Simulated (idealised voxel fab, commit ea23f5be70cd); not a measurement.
The process module presented herein is designated voxel released beams.
Each square cell in cross-section cut measures 5 nm, and the section as a whole is 155 nm wide.
Cross-section format: a grid of square cells, given as bands from top to bottom; each band is one or more rows of cells.
Quick guide to a band line: top height, bottom height (nm) up front; then every material left to right with its width in nm. Only one material and it's marked "full width"? Then it fills the band edge to edge. And "blank" just means empty space.
Counting heights begins at 0, where everything beneath is, in the wafer as received, one material. The lowest band has no bottom; it goes on downwards, as "0 down" shows.
When a width is written as two numbers, as in "30->40", the first number is the width in the top row of cells of the band and the second is the width in its bottom row, and the width changes by the same amount from each row to the next.
No cell of the cross-section changed in a step that is given as "same as before".
Closed empty spaces (no open way to the top) of 8 cells or more are what "Internal closed voids" lists, each as width x height at distance from the left edge, nm for all three.
On each step's line, the part that comes after the settings is the simulator's own comment on the step.
overlay nm: where the mask lay relative to plan, measured to the right, on steps with a mask; negatives go left.

[Process steps foreseen in the plan]
1. RECEIVE, material Si
2. CONFORMAL_DEP, material SiN, thk nm 5
3. DIRECTIONAL_DEP, material SiO2, thk nm 15
4. MASKED_ETCH, tone open, mask id ANCHOR, width nm 35, etch materials SiO2, depth nm 15, overlay nm 0
5. CONFORMAL_DEP, material W, thk nm 15
6. DIRECTIONAL_DEP, material aC, thk nm 15
7. PATTERN, tone cover, mask id BEAM, material resist, width nm 90, thk nm 30, overlay nm -15
8. DIRECTIONAL_ETCH, etch materials aC, depth nm 15
9. STRIP, etch materials resist
10. DIRECTIONAL_ETCH, etch materials W, depth nm 15
11. STRIP, etch materials aC
12. STRIP, etch materials SiO2
All wafers enter the flow in the same state. The overlay nm at step 7 differs from wafer to wafer, and the plan gives the value for the first wafer.

[As-received cross-section, first of several wafers, post step 1]
- 0 down | Si full width
- Internal closed voids: none

[End of the module, past its last step, step 12: how the first of several wafers looks in cross-section]
- 35 to 20 | blank 15, W 35, blank 5, W 50, blank 50
- 20 to 5 | blank 35, W 35, blank 85
- 5 to 0 | SiN full width
- 0 down | Si full width
- Internal closed voids: none

[Showing the last wafer in cross-section at the end of the module]
- 35 to 20 | blank 45, W 5, blank 5, W 80, blank 20
- 20 to 5 | blank 35, W 35, blank 85
- 5 to 0 | SiN full width
- 0 down | Si full width
- Internal closed voids: none

[Below: a row per wafer. Contents at end of module: for every material, cells gained since receipt (+) or lost since receipt (-); then closed voids]
overlay nm -15, +31 SiN, +72 W, Internal closed voids: none
overlay nm -10, +31 SiN, +72 W, Internal closed voids: none
overlay nm -5, +31 SiN, +72 W, Internal closed voids: none
overlay nm 0, +31 SiN, +72 W, Internal closed voids: none
overlay nm 5, +31 SiN, +72 W, Internal closed voids: none
overlay nm 10, +31 SiN, +72 W, Internal closed voids: none
overlay nm 15, +31 SiN, +72 W, Internal closed voids: none
